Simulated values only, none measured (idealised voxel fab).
process module | voxel transistor to metal
cross-section cut | 270 nm wide | cells 5 nm
A cross-section is a grid of square cells, given in bands from the top down. A band is one or more rows of cells.
Each band's line starts with the height of the band's top and of its bottom, in nm. Then come its materials from left to right, each with its width in nm. One material with "throughout" fills the band from edge to edge. "air" is empty space.
Height 0 is the level under which the wafer as received is all one material. The lowest band goes on downwards, as in "0 down".
A width such as "30 to 40" changes by the same amount from each row of cells to the next, from the band's top row to its bottom row.
"no change" after a step means that no cell of the cross-section changed.
closed voids: empty space of 8 cells or more with no open way to the top, each as width x height at its distance from the left edge, in nm
after a step's settings: what the simulator itself notes on the step
overlay nm, on a step with a mask: how far to the right of its planned place the mask lay; to the left if negative
plan
1 op RECEIVE | material Si
2 op OXIDIZE | depth nm 5
3 op CONFORMAL_DEP | material SiN | thk nm 10
4 op MASKED_ETCH | tone cover | mask id ACTIVE | width nm 95 | pitch nm 115 | etch materials SiN | depth nm 10 | overlay nm 0
5 op MASKED_ETCH | tone cover | mask id ACTIVE | width nm 95 | pitch nm 115 | etch materials SiO2 | depth nm 5 | overlay nm 0
6 op MASKED_ETCH | tone cover | mask id ACTIVE | width nm 95 | pitch nm 115 | etch materials Si | depth nm 25 | overlay nm 0
7 op OXIDIZE | depth nm 5
8 op FILL_DEP | material SiO2 | thk nm 10
9 op CMP | height nm 10
10 op SELECTIVE_ETCH | etch materials SiO2 | depth nm 5
11 op STRIP | etch materials SiN
12 op SELECTIVE_ETCH | etch materials SiO2 | depth nm 5
13 op OXIDIZE | depth nm 5
14 op DIRECTIONAL_DEP | material polySi | thk nm 30
15 op DIRECTIONAL_DEP | material SiCN | thk nm 10
16 op MASKED_ETCH | tone cover | mask id GATE | width nm 15 | pitch nm 115 | etch materials SiCN | depth nm 20 | overlay nm 0
17 op MASKED_ETCH | tone cover | mask id GATE | width nm 15 | pitch nm 115 | etch materials polySi | depth nm 40 | overlay nm 0
18 op CONFORMAL_DEP | material SiO2 | thk nm 5
19 op DIRECTIONAL_ETCH | etch materials SiO2 | depth nm 5
20 op CONFORMAL_DEP | material SiN | thk nm 10
21 op DIRECTIONAL_ETCH | etch materials SiN | depth nm 10
22 op DIRECTIONAL_ETCH | etch materials SiO2 | depth nm 5
23 op DIRECTIONAL_ETCH | etch materials Si | depth nm 15
24 op EPI | material nSi | thk nm 15
25 op FILL_DEP | material SiO2 | thk nm 10
26 op CMP | height nm 35
27 op DIRECTIONAL_DEP | material SiO2 | thk nm 15
28 op DIRECTIONAL_DEP | material aC | thk nm 15
29 op PATTERN | tone open | mask id CONTACT | material resist | width nm 30 | thk nm 35 | overlay nm 0
30 op DIRECTIONAL_ETCH | etch materials aC | depth nm 15
31 op STRIP | etch materials resist
32 op DIRECTIONAL_ETCH | etch materials SiO2 | depth nm 45
33 op STRIP | etch materials aC
34 op CONFORMAL_DEP | material TiN | thk nm 5
35 op FILL_DEP | material W | thk nm 10
36 op CMP | height nm 50
37 op DIRECTIONAL_DEP | material TiN | thk nm 5
38 op DIRECTIONAL_DEP | material Ru | thk nm 15
39 op MASKED_ETCH | tone cover | mask id METAL_1 | width nm 15 | etch materials Ru | depth nm 15 | overlay nm 0
40 op MASKED_ETCH | tone cover | mask id METAL_1 | width nm 15 | etch materials TiN | depth nm 5 | overlay nm 0
41 op CONFORMAL_DEP | material SiCN | thk nm 5
42 op FILL_DEP | material SiO2 | thk nm 5
43 op CMP | height nm 70
44 op CONFORMAL_DEP | material SiCN | thk nm 5
as received, after step 1
  0 down: Si throughout
  closed voids: none
a wafer at the end: this start, this plan, one mistake
  75 to 70: SiCN throughout
  70 to 55: SiO2 30 | SiCN 5 | Ru 15 | SiCN 5 | SiO2 45 | SiCN 5 | Ru 15 | SiCN 5 | SiO2 20 | SiCN 5 | Ru 15 | SiCN 5 | SiO2 45 | SiCN 5 | Ru 15 | SiCN 5 | SiO2 30
  55 to 50: SiCN 35 | TiN 15 | SiCN 55 | TiN 15 | SiCN 30 | TiN 15 | SiCN 55 | TiN 15 | SiCN 35
  50 to 40: W 30 | TiN 5 | SiO2 30 | TiN 5 | W 15 | TiN 5 | SiO2 30 | TiN 5 | W 20 | TiN 5 | SiO2 30 | TiN 5 | W 15 | TiN 5 | SiO2 30 | TiN 5 | W 30
  40 to 35: W 30 | TiN 5 | SiO2 30 | TiN 25 | SiO2 30 | TiN 5 | W 20 | TiN 5 | SiO2 30 | TiN 25 | SiO2 30 | TiN 5 | W 30
  35 to 25: W 30 | TiN 5 | SiO2 20 | SiN 10 | TiN 5 | SiCN 15 | TiN 5 | SiN 10 | SiO2 20 | TiN 5 | W 20 | TiN 5 | SiO2 20 | SiN 10 | TiN 5 | SiCN 15 | TiN 5 | SiN 10 | SiO2 20 | TiN 5 | W 30
  25 to 10: W 30 | TiN 5 | SiO2 20 | SiN 10 | TiN 5 | polySi 15 | TiN 5 | SiN 10 | SiO2 20 | TiN 5 | W 20 | TiN 5 | SiO2 20 | SiN 10 | TiN 5 | polySi 15 | TiN 5 | SiN 10 | SiO2 20 | TiN 5 | W 30
  10 to 5: TiN 35 | SiO2 20 | SiN 10 | TiN 5 | polySi 15 | TiN 5 | SiN 10 | SiO2 20 | TiN 30 | SiO2 20 | SiN 10 | TiN 5 | polySi 15 | TiN 5 | SiN 10 | SiO2 20 | TiN 35
  5 to 0: SiO2 35 | nSi 20 | SiN 10 | SiO2 5 | polySi 15 | SiO2 5 | SiN 10 | nSi 20 | SiO2 30 | nSi 20 | SiN 10 | SiO2 5 | polySi 15 | SiO2 5 | SiN 10 | nSi 20 | SiO2 35
  0 to -5: SiO2 30 | SiN 10 | nSi 15 | SiN 10 | SiO2 5 | polySi 15 | SiO2 5 | SiN 10 | nSi 15 | SiN 10 | SiO2 20 | SiN 10 | nSi 15 | SiN 10 | SiO2 5 | polySi 15 | SiO2 5 | SiN 10 | nSi 15 | SiN 10 | SiO2 30
  -5 to -10: SiO2 40 | nSi 15 | SiO2 45 | nSi 15 | SiO2 40 | nSi 15 | SiO2 45 | nSi 15 | SiO2 40
  -10 to -25: SiO2 35 | Si 5 | nSi 15 | Si 45 | nSi 15 | Si 5 | SiO2 30 | Si 5 | nSi 15 | Si 45 | nSi 15 | Si 5 | SiO2 35
  -25 to -35: SiO2 35 | Si 85 | SiO2 30 | Si 85 | SiO2 35
  -35 down: Si throughout
  closed voids: none
what went wrong: step 29 ran as: op PATTERN | tone cover | mask id CONTACT | material resist | width nm 30 | thk nm 35 | overlay nm 0
